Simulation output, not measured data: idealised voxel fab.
A process module follows: voxel self aligned contacts.
Square cell edge 5 nm, section width 235 nm, ID cut.
When this document writes out a cross-section, it uses a grid of square cells and lists it as bands, beginning at the top and moving down, with a band standing for one or more rows of cells.
A band entry consists of two parts. The first gives the height of the band's top and the height of its bottom, in nm. The rest lists the band's materials from left to right, each with its width in nm. A single material labelled with the word "throughout" fills the band from edge to edge, and the word "air" marks empty space.
Height reference: 0 = level under which incoming wafer is all one material. Lowest band: no bottom, runs on downward, e.g. "0 and below".
It should be noted that a width expressed as "30 to 40" varies in equal increments from row to row of cells within the band, taking the value of the first number at the top row and that of the second number at the bottom row.
Take "nothing got changed" at face value: in the step it is given for, the cross-section changed in none of its cells.
Heads up: "Voids lacking openings" only lists the empty pockets with no open path to the top that are 8 cells or more, and it writes them as width x height at distance, distance from the left edge, in nm.
It should be noted that, on the line of a given step, the content following the step's settings is a remark produced by the simulator itself with respect to that step.
When a step includes a mask, the "overlay nm" setting on its line states how far to the right of its planned place that mask lay, and negative values state how far to the left.

[The following list gives the planned process steps]
1: op RECEIVE | material Si
2: op OXIDIZE | depth nm 5
3: op DIRECTIONAL_DEP | material polySi | thk nm 30
4: op DIRECTIONAL_DEP | material SiN | thk nm 20
5: op PATTERN | tone cover | mask id GATE | material resist | width nm 30 | pitch nm 70 | thk nm 15 | overlay nm 0
6: op DIRECTIONAL_ETCH | etch materials SiN | depth nm 20
7: op DIRECTIONAL_ETCH | etch materials polySi | depth nm 30
8: op STRIP | etch materials resist
9: op CONFORMAL_DEP | material SiN | thk nm 10
10: op DIRECTIONAL_ETCH | etch materials SiN | depth nm 10
11: op FILL_DEP | material SiO2 | thk nm 20
12: op CMP | height nm 60
13: op DIRECTIONAL_DEP | material aC | thk nm 15
14: op PATTERN | tone open | mask id CONTACT | material resist | width nm 40 | pitch nm 70 | thk nm 30 | overlay nm 0
15: op DIRECTIONAL_ETCH | etch materials aC | depth nm 15
16: op STRIP | etch materials resist
17: op DIRECTIONAL_ETCH | etch materials SiO2 | depth nm 65
18: op STRIP | etch materials aC
19: op CONFORMAL_DEP | material TiN | thk nm 5
20: op FILL_DEP | material W | thk nm 5
21: op CMP | height nm 60
22: op CONFORMAL_DEP | material SiCN | thk nm 5
Every wafer here starts from the same state; it is the step 14 width nm that distinguishes them, and the value the plan gives belongs to the first wafer.

[Cross-section: the first of several wafers in its as-received state, i.e. following step 1]
    0 and below  Si throughout
    Voids lacking openings: none

[Module end state after final step 22: cross-section of the first of several wafers]
    65 down to 60  SiCN throughout
    60 down to 50  60 nm SiO2; 5 to 15 nm TiN; 30 to 10 nm W; 5 to 15 nm TiN; 30 nm SiO2; 5 to 15 nm TiN; 30 to 10 nm W; 5 to 15 nm TiN; 65 nm SiO2
    50 down to 30  20 nm SiO2; 50 nm SiN; 5 nm TiN; 10 nm W; 5 nm TiN; 50 nm SiN; 5 nm TiN; 10 nm W; 5 nm TiN; 50 nm SiN; 25 nm SiO2
    30 down to 0  20 nm SiO2; 10 nm SiN; 30 nm polySi; 10 nm SiN; 5 nm TiN; 10 nm W; 5 nm TiN; 10 nm SiN; 30 nm polySi; 10 nm SiN; 5 nm TiN; 10 nm W; 5 nm TiN; 10 nm SiN; 30 nm polySi; 10 nm SiN; 25 nm SiO2
    0 down to -5  70 nm SiO2; 20 nm TiN; 50 nm SiO2; 20 nm TiN; 75 nm SiO2
    -5 and below  Si throughout
    Voids lacking openings: none

[So this is the cross-section on the last wafer at the end of the module]
    65 down to 60  SiCN throughout
    60 down to 50  55 nm SiO2; 5 to 20 nm TiN; 45 to 10 nm W; 5 to 25 nm TiN; 15 nm SiO2; 5 to 20 nm TiN; 45 to 10 nm W; 5 to 25 nm TiN; 55 nm SiO2
    50 down to 30  20 nm SiO2; 50 nm SiN; 5 nm TiN; 10 nm W; 5 nm TiN; 50 nm SiN; 5 nm TiN; 10 nm W; 5 nm TiN; 50 nm SiN; 25 nm SiO2
    30 down to 0  20 nm SiO2; 10 nm SiN; 30 nm polySi; 10 nm SiN; 5 nm TiN; 10 nm W; 5 nm TiN; 10 nm SiN; 30 nm polySi; 10 nm SiN; 5 nm TiN; 10 nm W; 5 nm TiN; 10 nm SiN; 30 nm polySi; 10 nm SiN; 25 nm SiO2
    0 down to -5  70 nm SiO2; 20 nm TiN; 50 nm SiO2; 20 nm TiN; 75 nm SiO2
    -5 and below  Si throughout
    Voids lacking openings: none

[Rows = wafers. At module end, each row lists per material the cells gained (+) or lost (-) since the wafer was received, then the closed voids]
width nm 40; -47 Si; +47 SiCN; +192 SiN; +191 SiO2; +64 TiN; +56 W; +108 polySi; Voids lacking openings: none
width nm 45; -47 Si; +47 SiCN; +192 SiN; +187 SiO2; +66 TiN; +58 W; +108 polySi; Voids lacking openings: none
width nm 50; -47 Si; +47 SiCN; +192 SiN; +183 SiO2; +68 TiN; +60 W; +108 polySi; Voids lacking openings: none
width nm 55; -47 Si; +47 SiCN; +192 SiN; +179 SiO2; +70 TiN; +62 W; +108 polySi; Voids lacking openings: none
